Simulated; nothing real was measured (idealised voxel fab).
process module | voxel ribs on slabs
Displayed cross-section: cut, width of 260 nm, square cells sized 5 nm.
Reading order for cross-sections: top band down to bottom band. Underlying form: a grid of square cells. Band size: one or more rows of cells.
The entry gives the band's vertical extent as a top height and a bottom height in nm, then its horizontal make-up as materials from left to right, each with a width in nm. "blank" stands for empty space; a single material marked "throughout" fills the band edge to edge.
Height datum 0, below which the as-received substrate wafer is one material. Lowest band open at the bottom, running downward: "0..down".
The expression "30 to 40" gives the width at the extremes of the band, the first number at its top row of cells and the second at its bottom row, with the width changing by equal amounts from each row to the next in between.
Step marked "remains unaltered"? Then no cell in the cross-section changed in it.
So "Closed void table" is basically the list of trapped voids: any empty space of 8 cells or more that can't reach the top through an opening. They're written width x height at distance, the distance being from the left edge, and it's all nm.
On a step's line, text after the settings is the simulator commenting on that step.
The "overlay nm" setting may appear on a step's line; for a step that uses a mask, it gives how far to the right of its planned position the mask lay, and a negative value indicates the left.
Note: before/after cross-section pairs follow, one process step per pair, after-side truncated at the lowest changed band, step and settings given beneath. Different runs of this module on the same starting wafer may supply the pairs; a pair continues the one above only where the "Preceding state" entry says so.
Preceding state
    100..70: blank 90 nm | resist 75 nm | blank 95 nm
    70..60: aC throughout
    60..45: TiN throughout
    45..25: SiN throughout
    25..0: SiO2 throughout
    0..down: Si throughout
    Closed void table: none
Result of Step
    90..70: blank 90 nm | resist 75 nm | blank 95 nm
    70..60: blank 90 nm | aC 75 nm | blank 95 nm
    Heights below 60 show no change.
    Closed void table: none
Process step (between the before and after cross-sections above): DIRECTIONAL_ETCH,etch materials aC,depth nm 10
Preceding state: the wafer arrives at this step looking as the after cross-section in the pair just above shows it.
Result of Step
    70..60: blank 90 nm | aC 75 nm | blank 95 nm
    Heights below 60 show no change.
    Closed void table: none
Process step (between the before and after cross-sections above): STRIP,etch materials resist
Preceding state: the wafer arrives at this step looking as the after cross-section in the pair just above shows it.
Result of Step
    60..45: TiN throughout
    Heights below 45 show no change.
    Closed void table: none
Process step (between the before and after cross-sections above): STRIP,etch materials aC
Preceding state: the wafer arrives at this step looking as the after cross-section in the pair just above shows it.
Result of Step
    85..60: SiO2 throughout
    Heights below 60 show no change.
    Closed void table: none
Process step (between the before and after cross-sections above): FILL_DEP,material SiO2,thk nm 25
Preceding state: the wafer arrives at this step looking as the after cross-section in the pair just above shows it.
Result of Step
    65..60: SiO2 throughout
    Heights below 60 show no change.
    Closed void table: none
Process step (between the before and after cross-sections above): CMP,height nm 65
Preceding state: the wafer arrives at this step looking as the after cross-section in the pair just above shows it.
Result of Step
    75..65: TiN throughout
    Heights below 65 show no change.
    Closed void table: none
Process step (between the before and after cross-sections above): DIRECTIONAL_DEP,material TiN,thk nm 10
Preceding state: the wafer arrives at this step looking as the after cross-section in the pair just above shows it.
Result of Step
    75..65: blank 110 nm | TiN 35 nm | blank 115 nm
    Heights below 65 show no change.
    Closed void table: none
Process step (between the before and after cross-sections above): MASKED_ETCH,tone cover,mask id HEATER,width nm 35,etch materials TiN,depth nm 10,overlay nm 0
Preceding state: the wafer arrives at this step looking as the after cross-section in the pair just above shows it.
Result of Step
    80..75: blank 105 nm | SiO2 45 nm | blank 110 nm
    75..70: blank 105 nm | SiO2 5 nm | TiN 35 nm | SiO2 5 nm | blank 110 nm
    70..65: SiO2 110 nm | TiN 35 nm | SiO2 115 nm
    Heights below 65 show no change.
    Closed void table: none
Process step (between the before and after cross-sections above): CONFORMAL_DEP,material SiO2,thk nm 5
Preceding state
    60..45: aC throughout
    45..25: SiN throughout
    25..0: SiO2 throughout
    0..down: Si throughout
    Closed void table: none
Result of Step
    90..60: resist 115 nm | blank 25 nm | resist 120 nm
    Heights below 60 show no change.
    Closed void table: none
Process step (between the before and after cross-sections above): PATTERN,tone open,mask id RIB,material resist,width nm 25,thk nm 30,overlay nm 0
Preceding state: the wafer arrives at this step looking as the after cross-section in the pair just above shows it.
Result of Step
    75..60: resist 115 nm | blank 25 nm | resist 120 nm
    60..45: aC 115 nm | blank 25 nm | aC 120 nm
    Heights below 45 show no change.
    Closed void table: none
Process step (between the before and after cross-sections above): DIRECTIONAL_ETCH,etch materials aC,depth nm 15
Preceding state: the wafer arrives at this step looking as the after cross-section in the pair just above shows it.
Result of Step
    60..45: aC 115 nm | blank 25 nm | aC 120 nm
    Heights below 45 show no change.
    Closed void table: none
Process step (between the before and after cross-sections above): STRIP,etch materials resist
Preceding state: the wafer arrives at this step looking as the after cross-section in the pair just above shows it.
Result of Step
    60..45: aC 115 nm | blank 25 nm | aC 120 nm
    45..30: SiN 115 nm | blank 25 nm | SiN 120 nm
    Heights below 30 show no change.
    Closed void table: none
Process step (between the before and after cross-sections above): DIRECTIONAL_ETCH,etch materials SiN,depth nm 15
Preceding state: the wafer arrives at this step looking as the after cross-section in the pair just above shows it.
Result of Step
    45..30: SiN 115 nm | blank 25 nm | SiN 120 nm
    Heights below 30 show no change.
    Closed void table: none
Process step (between the before and after cross-sections above): STRIP,etch materials aC
Preceding state: the wafer arrives at this step looking as the after cross-section in the pair just above shows it.
Result of Step
    55..45: aC 115 nm | blank 25 nm | aC 120 nm
    45..40: SiN 115 nm | blank 25 nm | SiN 120 nm
    40..30: SiN 115 nm | aC 25 nm | SiN 120 nm
    Heights below 30 show no change.
    Closed void table: none
Process step (between the before and after cross-sections above): DIRECTIONAL_DEP,material aC,thk nm 10
Preceding state: the wafer arrives at this step looking as the after cross-section in the pair just above shows it.
Result of Step
    85..55: blank 90 nm | resist 75 nm | blank 95 nm
    55..45: aC 115 nm | resist 25 nm | aC 120 nm
    45..40: SiN 115 nm | resist 25 nm | SiN 120 nm
    Heights below 40 show no change.
    Closed void table: none
Process step (between the before and after cross-sections above): PATTERN,tone cover,mask id SLAB,material resist,width nm 75,thk nm 30,overlay nm 0
Preceding state: the wafer arrives at this step looking as the after cross-section in the pair just above shows it.
Result of Step
    75..55: blank 90 nm | resist 75 nm | blank 95 nm
    55..45: blank 90 nm | aC 25 nm | resist 25 nm | aC 25 nm | blank 95 nm
    Heights below 45 show no change.
    Closed void table: none
Process step (between the before and after cross-sections above): DIRECTIONAL_ETCH,etch materials aC,depth nm 10
Preceding state: the wafer arrives at this step looking as the after cross-section in the pair just above shows it.
Result of Step
    55..45: blank 90 nm | aC 25 nm | blank 25 nm | aC 25 nm | blank 95 nm
    45..40: SiN 115 nm | blank 25 nm | SiN 120 nm
    Heights below 40 show no change.
    Closed void table: none
Process step (between the before and after cross-sections above): STRIP,etch materials resist
Preceding state: the wafer arrives at this step looking as the after cross-section in the pair just above shows it.
Result of Step
    55..45: blank 90 nm | aC 25 nm | blank 25 nm | aC 25 nm | blank 95 nm
    45..40: blank 90 nm | SiN 25 nm | blank 25 nm | SiN 25 nm | blank 95 nm
    Heights below 40 show no change.
    Closed void table: none
Process step (between the before and after cross-sections above): DIRECTIONAL_ETCH,etch materials SiN,depth nm 5
Preceding state: the wafer arrives at this step looking as the after cross-section in the pair just above shows it.
Result of Step
    45..40: blank 90 nm | SiN 25 nm | blank 25 nm | SiN 25 nm | blank 95 nm
    40..30: SiN 115 nm | blank 25 nm | SiN 120 nm
    Heights below 30 show no change.
    Closed void table: none
Process step (between the before and after cross-sections above): STRIP,etch materials aC
Preceding state: the wafer arrives at this step looking as the after cross-section in the pair just above shows it.
Result of Step
    70..45: SiO2 throughout
    45..40: SiO2 90 nm | SiN 25 nm | SiO2 25 nm | SiN 25 nm | SiO2 95 nm
    40..30: SiN 115 nm | SiO2 25 nm | SiN 120 nm
    Heights below 30 show no change.
    Closed void table: none
Process step (between the before and after cross-sections above): FILL_DEP,material SiO2,thk nm 25
Preceding state: the wafer arrives at this step looking as the after cross-section in the pair just above shows it.
Result of Step
    65..45: SiO2 throughout
    Heights below 45 show no change.
    Closed void table: none
Process step (between the before and after cross-sections above): CMP,height nm 65
Preceding state: the wafer arrives at this step looking as the after cross-section in the pair just above shows it.
Result of Step
    75..65: TiN throughout
    Heights below 65 show no change.
    Closed void table: none
Process step (between the before and after cross-sections above): DIRECTIONAL_DEP,material TiN,thk nm 10
Preceding state: the wafer arrives at this step looking as the after cross-section in the pair just above shows it.
Result of Step
    75..65: blank 110 nm | TiN 35 nm | blank 115 nm
    Heights below 65 show no change.
    Closed void table: none
Process step (between the before and after cross-sections above): MASKED_ETCH,tone cover,mask id HEATER,width nm 35,etch materials TiN,depth nm 10,overlay nm 0
Preceding state: the wafer arrives at this step looking as the after cross-section in the pair just above shows it.
Result of Step
    80..75: blank 105 nm | SiO2 45 nm | blank 110 nm
    75..70: blank 105 nm | SiO2 5 nm | TiN 35 nm | SiO2 5 nm | blank 110 nm
    70..65: SiO2 110 nm | TiN 35 nm | SiO2 115 nm
    Heights below 65 show no change.
    Closed void table: none
Process step (between the before and after cross-sections above): CONFORMAL_DEP,material SiO2,thk nm 5
